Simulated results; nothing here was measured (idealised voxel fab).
The name of this process module is voxel ribs on slabs.
It is cross-section cut that appears here, measuring 265 nm in width, its square cells being 5 nm in size.
In this document a cross-section is written as a grid of square cells. It is given as a series of bands, listed from the top down, and a band is one or more rows of cells.
Each band's line starts with the height of the band's top and of its bottom, in nm. Then come its materials from left to right, each with its width in nm. One material with "full width" fills the band from edge to edge. "empty" is empty space.
A quick word on heights: they are counted from 0, and under that level the wafer as it came to us is one material throughout. The lowest band is different from the rest in having no bottom; it simply continues downward, written as in "from 0 down".
You'd read "30->40" like this: the band's top row of cells is as wide as the first number, its bottom row is as wide as the second, and going down, every row changes width by the same amount as the row before did.
"identical to before" -> step changed no cross-section cell.
What "Sealed-off cavities" gives you is every empty space of 8 cells or more that is cut off from the top. Each appears as width x height at distance, with the distance taken from the left edge and width, height and distance all in nm.
On each step's line, the part that comes after the settings is the simulator's own comment on the step.
overlay nm: mask right of planned place by this much (step with mask). Neg. = left.
The process steps that were planned are listed below
1 RECEIVE,material Si
2 DIRECTIONAL_DEP,material SiO2,thk nm 30
3 DIRECTIONAL_DEP,material SiN,thk nm 20
4 PATTERN,tone cover,mask id RIB,material resist,width nm 30,thk nm 20,overlay nm 0
5 DIRECTIONAL_ETCH,etch materials SiN,depth nm 15
6 STRIP,etch materials resist
7 MASKED_ETCH,tone cover,mask id SLAB,width nm 90,etch materials SiN,depth nm 5,overlay nm 0
8 FILL_DEP,material SiO2,thk nm 25
9 CMP,height nm 65
10 DIRECTIONAL_DEP,material TiN,thk nm 10
11 MASKED_ETCH,tone cover,mask id HEATER,width nm 40,etch materials TiN,depth nm 10,overlay nm 0
12 CONFORMAL_DEP,material SiN,thk nm 5
Of two wafers, the first: run according to plan
So this is the incoming wafer in cross-section - it's already been through step 1
    from 0 down: Si full width
    Sealed-off cavities: none
Wafer section view after processing step 2
    from 30 to 0: SiO2 full width
    For the remainder of the cross-section, below 0, there is no change.
Wafer section view after processing step 3
    from 50 to 30: SiN full width
    For the remainder of the cross-section, below 30, there is no change.
Wafer section view after processing step 4
    from 70 to 50: empty 115; resist 30; empty 120
    For the remainder of the cross-section, below 50, there is no change.
Wafer section view after processing step 5
    from 70 to 50: empty 115; resist 30; empty 120
    from 50 to 35: empty 115; SiN 30; empty 120
    For the remainder of the cross-section, below 35, there is no change.
Wafer section view after processing step 6
    from 50 to 35: empty 115; SiN 30; empty 120
    For the remainder of the cross-section, below 35, there is no change.
Wafer section view after processing step 7
    from 50 to 35: empty 115; SiN 30; empty 120
    from 35 to 30: empty 85; SiN 90; empty 90
    For the remainder of the cross-section, below 30, there is no change.
Wafer section view after processing step 8
    from 75 to 50: SiO2 full width
    from 50 to 35: SiO2 115; SiN 30; SiO2 120
    from 35 to 30: SiO2 85; SiN 90; SiO2 90
    For the remainder of the cross-section, below 30, there is no change.
Wafer section view after processing step 9
    from 65 to 50: SiO2 full width
    For the remainder of the cross-section, below 50, there is no change.
Wafer section view after processing step 10
    from 75 to 65: TiN full width
    For the remainder of the cross-section, below 65, there is no change.
Wafer section view after processing step 11
    from 75 to 65: empty 110; TiN 40; empty 115
    For the remainder of the cross-section, below 65, there is no change.
Wafer section view after processing step 12
    from 80 to 75: empty 105; SiN 50; empty 110
    from 75 to 70: empty 105; SiN 5; TiN 40; SiN 5; empty 110
    from 70 to 65: SiN 110; TiN 40; SiN 115
    For the remainder of the cross-section, below 65, there is no change.
For the second wafer, take the first wafer's start and plan, then add one mistake made in running it; everything through step 6, that step included, is shared with the first
Planned end of step 7: second wafer, cross-section
    from 50 to 35: empty 115; SiN 30; empty 120
    from 35 to 30: empty 85; SiN 95; empty 85
    For the remainder of the cross-section, below 30, there is no change.
Planned end of step 8: second wafer, cross-section
    from 75 to 50: SiO2 full width
    from 50 to 35: SiO2 115; SiN 30; SiO2 120
    from 35 to 30: SiO2 85; SiN 95; SiO2 85
    For the remainder of the cross-section, below 30, there is no change.
Planned end of step 9: second wafer, cross-section
    from 65 to 50: SiO2 full width
    For the remainder of the cross-section, below 50, there is no change.
Planned end of step 10: second wafer, cross-section
    from 75 to 65: TiN full width
    For the remainder of the cross-section, below 65, there is no change.
Planned end of step 11: second wafer, cross-section
    from 75 to 65: empty 110; TiN 40; empty 115
    For the remainder of the cross-section, below 65, there is no change.
Planned end of step 12: second wafer, cross-section
    from 80 to 75: empty 105; SiN 50; empty 110
    from 75 to 70: empty 105; SiN 5; TiN 40; SiN 5; empty 110
    from 70 to 65: SiN 110; TiN 40; SiN 115
    For the remainder of the cross-section, below 65, there is no change.
Processing error: the process deviated at step 7: the operation and settings actually run there were MASKED_ETCH,tone cover,mask id SLAB,width nm 95,etch materials SiN,depth nm 5,overlay nm 0
End of process, cell counts, second wafer against first, materials with more or fewer: +1 SiN | -1 SiO2
